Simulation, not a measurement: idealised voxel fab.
Process module in this document: voxel capacitor over wiring
For reference, the cross-section in this document is cut, with width 205 nm and square cells of 5 nm.
Each cross-section below is a grid of square cells, stated as bands in top-down order, with one or more rows of cells making up each band. Heads up on the band format: heights come first, top then bottom, in nm. After that it's the materials left to right, each with its width in nm. A single material flagged "edge to edge" fills the whole band edge to edge, and "air" means there's empty space there. For the purposes of this specification, 0 denotes the height below which the wafer in its as-received condition is composed wholly of one material, and the lowermost band, lacking a lower limit, extends downward without end, as expressed in "0..down". Width: "30->40" (first number = top row, second number = bottom row, same change from row to row of cells). Step note "no alterations made" = no cross-section cell changed. This entry, "Enclosed empty spaces", enumerates those empty regions of no fewer than 8 cells that possess no open connection to the top. Each region is reported in the form width x height at distance, the distance being taken from the left edge, with all three quantities expressed in nm. Whatever follows a step's settings on its line is a remark the simulator itself makes about that step. The optional step-line setting "overlay nm" applies to steps with a mask and quantifies how far to the right of its planned location the mask lay, a negative value indicating leftward placement.
# Process steps foreseen in the plan
1. RECEIVE,material Si
2. CONFORMAL_DEP,material SiO2,thk nm 15
3. CONFORMAL_DEP,material SiCN,thk nm 5
4. DIRECTIONAL_DEP,material lowk,thk nm 25
5. MASKED_ETCH,tone open,mask id METAL_1,width nm 25,pitch nm 90,etch materials lowk,depth nm 25,overlay nm 0
6. MASKED_ETCH,tone open,mask id METAL_1,width nm 25,pitch nm 90,etch materials SiCN,depth nm 5,overlay nm 0
7. CONFORMAL_DEP,material TiN,thk nm 5
8. FILL_DEP,material Cu,thk nm 5
9. CMP,height nm 45
10. CONFORMAL_DEP,material SiCN,thk nm 5
11. DIRECTIONAL_DEP,material lowk,thk nm 10
12. DIRECTIONAL_DEP,material aC,thk nm 15
13. PATTERN,tone open,mask id PLUG_1,material resist,width nm 15,thk nm 30,overlay nm 0
14. DIRECTIONAL_ETCH,etch materials aC,depth nm 15
15. STRIP,etch materials resist
16. DIRECTIONAL_ETCH,etch materials lowk,depth nm 10
17. DIRECTIONAL_ETCH,etch materials SiCN,depth nm 5
18. STRIP,etch materials aC
19. EPI,material Ru,thk nm 10
20. EPI,material Ru,thk nm 5
21. DIRECTIONAL_DEP,material TiN,thk nm 5
22. DIRECTIONAL_DEP,material SiN,thk nm 5
23. DIRECTIONAL_DEP,material TiN,thk nm 5
24. PATTERN,tone cover,mask id UPPER_PLATE,material resist,width nm 70,thk nm 15,overlay nm 0
25. DIRECTIONAL_ETCH,etch materials TiN,depth nm 5
26. DIRECTIONAL_ETCH,etch materials SiN,depth nm 5
27. STRIP,etch materials resist
28. DIRECTIONAL_DEP,material aC,thk nm 15
29. PATTERN,tone cover,mask id LOWER_PLATE,material resist,width nm 80,thk nm 35,overlay nm 0
30. DIRECTIONAL_ETCH,etch materials aC,depth nm 15
31. STRIP,etch materials resist
32. DIRECTIONAL_ETCH,etch materials TiN,depth nm 5
33. STRIP,etch materials aC
34. FILL_DEP,material SiO2,thk nm 20
35. CMP,height nm 90
36. DIRECTIONAL_DEP,material aC,thk nm 15
37. PATTERN,tone open,mask id PLUG_2,material resist,width nm 15,thk nm 35,overlay nm 0
38. DIRECTIONAL_ETCH,etch materials aC,depth nm 15
39. STRIP,etch materials resist
40. DIRECTIONAL_ETCH,etch materials SiO2,depth nm 15
41. STRIP,etch materials aC
42. CONFORMAL_DEP,material TiN,thk nm 5
43. FILL_DEP,material Cu,thk nm 10
44. CMP,height nm 90
45. CONFORMAL_DEP,material SiCN,thk nm 5
# Delivered wafer in cross-section: state after step 1
* 0..down | Si edge to edge
* Enclosed empty spaces: none
# Run as planned - first of the two wafers cross-sectioned at the end of the module
* 95..90 | SiCN edge to edge
* 90..80 | SiO2=65, then TiN=5, then Cu=5, then TiN=5, then SiO2=125
* 80..70 | SiO2=65->55, then TiN=15->70, then SiO2=125->80
* 70..65 | SiO2=55, then SiN=70, then SiO2=80
* 65..60 | SiO2=50, then TiN=80, then SiO2=75
* 60..50 | lowk=55, then Ru=15, then lowk=135
* 50..45 | SiCN=55, then Ru=15, then SiCN=135
* 45..20 | lowk=45, then TiN=5, then Cu=15, then TiN=5, then lowk=65, then TiN=5, then Cu=15, then TiN=5, then lowk=45
* 20..15 | SiCN=45, then TiN=25, then SiCN=65, then TiN=25, then SiCN=45
* 15..0 | SiO2 edge to edge
* 0..down | Si edge to edge
* Enclosed empty spaces: none
# The second wafer, shown in cross-section after the module: started the same way as the first and given the same plan, yet one mistake crept into how it was run
* 95..90 | SiCN edge to edge
* 90..80 | SiO2=75, then TiN=5, then Cu=5, then TiN=5, then SiO2=115
* 80..70 | SiO2=75->55, then TiN=15->70, then SiO2=115->80
* 70..65 | SiO2=55, then SiN=70, then SiO2=80
* 65..60 | SiO2=50, then TiN=80, then SiO2=75
* 60..50 | lowk=55, then Ru=15, then lowk=135
* 50..45 | SiCN=55, then Ru=15, then SiCN=135
* 45..20 | lowk=45, then TiN=5, then Cu=15, then TiN=5, then lowk=65, then TiN=5, then Cu=15, then TiN=5, then lowk=45
* 20..15 | SiCN=45, then TiN=25, then SiCN=65, then TiN=25, then SiCN=45
* 15..0 | SiO2 edge to edge
* 0..down | Si edge to edge
* Enclosed empty spaces: none
What was done differently from what was planned? step 37 ran with different settings than intended, the actual operation and settings being PATTERN,tone open,mask id PLUG_2,material resist,width nm 15,thk nm 35,overlay nm 10
At the close, every material occupies the same number of cells on the second wafer as on the first, only in different positions.
